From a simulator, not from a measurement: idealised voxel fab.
You're looking at the process module voxel quadruple lines.
The width of the displayed cross-section, cut, is 280 nm; its cells are square, with a size of 5 nm.
Notation: cross-section as square-cell grid; stated in bands, top first, going down; one or more cell rows per band.
Band: top height; bottom height; in nm. Then, left to right: material with width in nm, for each material. "full width": a single material spanning edge to edge. "empty": empty space.
Zero point of the height axis is 0; under it, received wafer = one material. Lowest band: continues down indefinitely, "from 0 down".
With a width like "30..40", each row of cells in the band differs from the next by the same amount, the top row carrying the first number and the bottom row the second.
No cell of the cross-section changed in a step that is given as "nothing was modified".
In the "Closed internal cavities" entry, you get each enclosed empty space of 8 cells or more, one with no open way to the top, written width x height at distance, distance from the left edge, in nm.
If you see something after the settings on a step's line, that's the simulator's own remark about that step.
Each step line may optionally specify "overlay nm", which for a step with a mask gives the rightward distance between the mask's planned place and where it lay, a negative value indicating the leftward direction.

Set out below are the planned steps of the process:
1: RECEIVE | material Si
2: CONFORMAL_DEP | material SiO2 | thk nm 5
3: DIRECTIONAL_DEP | material W | thk nm 15
4: DIRECTIONAL_DEP | material polySi | thk nm 20
5: DIRECTIONAL_DEP | material aC | thk nm 20
6: PATTERN | tone cover | mask id MANDREL | material resist | width nm 25 | thk nm 30 | overlay nm 0
7: DIRECTIONAL_ETCH | etch materials aC | depth nm 20
8: STRIP | etch materials resist
9: CONFORMAL_DEP | material SiO2 | thk nm 15
10: DIRECTIONAL_ETCH | etch materials SiO2 | depth nm 15
11: STRIP | etch materials aC
12: DIRECTIONAL_ETCH | etch materials polySi | depth nm 20
13: STRIP | etch materials SiO2
14: CONFORMAL_DEP | material SiCN | thk nm 5
15: DIRECTIONAL_ETCH | etch materials SiCN | depth nm 5
16: STRIP | etch materials polySi
17: DIRECTIONAL_ETCH | etch materials W | depth nm 15
18: STRIP | etch materials SiCN

Cross-section of the wafer at receipt, which is the condition after step 1:
    from 0 down: Si full width
    Closed internal cavities: none

One mistake in running the module, otherwise start and plan as above: cross-section at the end:
    from 25 to 5: polySi full width
    from 5 to 0: SiO2 full width
    from 0 down: Si full width
    Closed internal cavities: none
Which mistake was made when the wafer was run? ran 3 and 4 in swapped order versus the plan
